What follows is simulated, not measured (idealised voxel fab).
This section sets out a process module, namely voxel released beams.
Displayed cross-section: cut, width of 160 nm, square cells sized 5 nm.
A cross-section in this document is a grid of square cells, and it is written down as bands, the top band listed before the ones below it; a band is made up of one or more rows of cells.
Heads up on the band format: heights come first, top then bottom, in nm. After that it's the materials left to right, each with its width in nm. A single material flagged "edge to edge" fills the whole band edge to edge, and "air" means there's empty space there.
Heights from 0 (as-received wafer is one material below). Bottom band endless downward, as "0 and below".
With a width like "30 to 40", each row of cells in the band differs from the next by the same amount, the top row carrying the first number and the bottom row the second.
Any step labelled "all unchanged" changed none of the cells in the cross-section.
What "Closed voids list" gives you is every empty space of 8 cells or more that is cut off from the top. Each appears as width x height at distance, with the distance taken from the left edge and width, height and distance all in nm.
Step line, after settings: the simulator's comment on this step.
Each step line may optionally specify "overlay nm", which for a step with a mask gives the rightward distance between the mask's planned place and where it lay, a negative value indicating the leftward direction.
**Process steps (planned)**
1,op RECEIVE | material Si
2,op CONFORMAL_DEP | material SiN | thk nm 5
3,op DIRECTIONAL_DEP | material SiO2 | thk nm 15
4,op DIRECTIONAL_DEP | material aC | thk nm 15
5,op PATTERN | tone open | mask id ANCHOR | material resist | width nm 35 | thk nm 35 | overlay nm 0
6,op DIRECTIONAL_ETCH | etch materials aC | depth nm 15
7,op STRIP | etch materials resist
8,op DIRECTIONAL_ETCH | etch materials SiO2 | depth nm 15
9,op STRIP | etch materials aC
10,op CONFORMAL_DEP | material W | thk nm 15
11,op PATTERN | tone cover | mask id BEAM | material resist | width nm 110 | thk nm 15 | overlay nm 0
12,op DIRECTIONAL_ETCH | etch materials W | depth nm 15
13,op STRIP | etch materials resist
14,op STRIP | etch materials SiO2
**first wafer, as planned**
**Wafer as received: cross-section following step 1**
- 0 and below: Si edge to edge
- Closed voids list: none
**The wafer, seen in cross-section, after step 2**
- 5 down to 0: SiN edge to edge
- Lower than 0, everything is as it was.
**The wafer, seen in cross-section, after step 3**
- 20 down to 5: SiO2 edge to edge
- Lower than 5, everything is as it was.
**The wafer, seen in cross-section, after step 4**
- 35 down to 20: aC edge to edge
- Lower than 20, everything is as it was.
**The wafer, seen in cross-section, after step 5**
- 70 down to 35: resist (25)  air (35)  resist (100)
- Lower than 35, everything is as it was.
**The wafer, seen in cross-section, after step 6**
- 55 down to 35: resist (25)  air (35)  resist (100)
- 35 down to 20: aC (25)  air (35)  aC (100)
- Lower than 20, everything is as it was.
**The wafer, seen in cross-section, after step 7**
- 35 down to 20: aC (25)  air (35)  aC (100)
- Lower than 20, everything is as it was.
**The wafer, seen in cross-section, after step 8**
- 35 down to 20: aC (25)  air (35)  aC (100)
- 20 down to 5: SiO2 (25)  air (35)  SiO2 (100)
- Lower than 5, everything is as it was.
**The wafer, seen in cross-section, after step 9**
- 20 down to 5: SiO2 (25)  air (35)  SiO2 (100)
- Lower than 5, everything is as it was.
**The wafer, seen in cross-section, after step 10**
- 35 down to 20: W (40)  air (5)  W (115)
- 20 down to 5: SiO2 (25)  W (35)  SiO2 (100)
- Lower than 5, everything is as it was.
**The wafer, seen in cross-section, after step 11**
- 50 down to 35: air (20)  resist (110)  air (30)
- 35 down to 20: W (40)  resist (5)  W (115)
- Lower than 20, everything is as it was.
**The wafer, seen in cross-section, after step 12**
- 50 down to 35: air (20)  resist (110)  air (30)
- 35 down to 20: air (20)  W (20)  resist (5)  W (85)  air (30)
- Lower than 20, everything is as it was.
**The wafer, seen in cross-section, after step 13**
- 35 down to 20: air (20)  W (20)  air (5)  W (85)  air (30)
- Lower than 20, everything is as it was.
**The wafer, seen in cross-section, after step 14**
- 35 down to 20: air (20)  W (20)  air (5)  W (85)  air (30)
- 20 down to 5: air (25)  W (35)  air (100)
- Lower than 5, everything is as it was.
**Wafer two. Same start, same plan, one slip in execution. Same as wafer one through step 10, inclusive**
**Planned end of step 11: second wafer, cross-section**
- 50 down to 35: air (25)  resist (105)  air (30)
- 35 down to 20: W (40)  resist (5)  W (115)
- Lower than 20, everything is as it was.
**Planned end of step 12: second wafer, cross-section**
- 50 down to 35: air (25)  resist (105)  air (30)
- 35 down to 20: air (25)  W (15)  resist (5)  W (85)  air (30)
- Lower than 20, everything is as it was.
**Planned end of step 13: second wafer, cross-section**
- 35 down to 20: air (25)  W (15)  air (5)  W (85)  air (30)
- Lower than 20, everything is as it was.
**Planned end of step 14: second wafer, cross-section**
- 35 down to 20: air (25)  W (15)  air (5)  W (85)  air (30)
- 20 down to 5: air (25)  W (35)  air (100)
- Lower than 5, everything is as it was.
What was done differently from what was planned? note that step 11 departed from the planned setting and was carried out as op PATTERN | tone cover | mask id BEAM | material resist | width nm 105 | thk nm 15 | overlay nm 0
Counted in cells at the end, the second wafer holds more or fewer of these materials than the first: W: 3 fewer
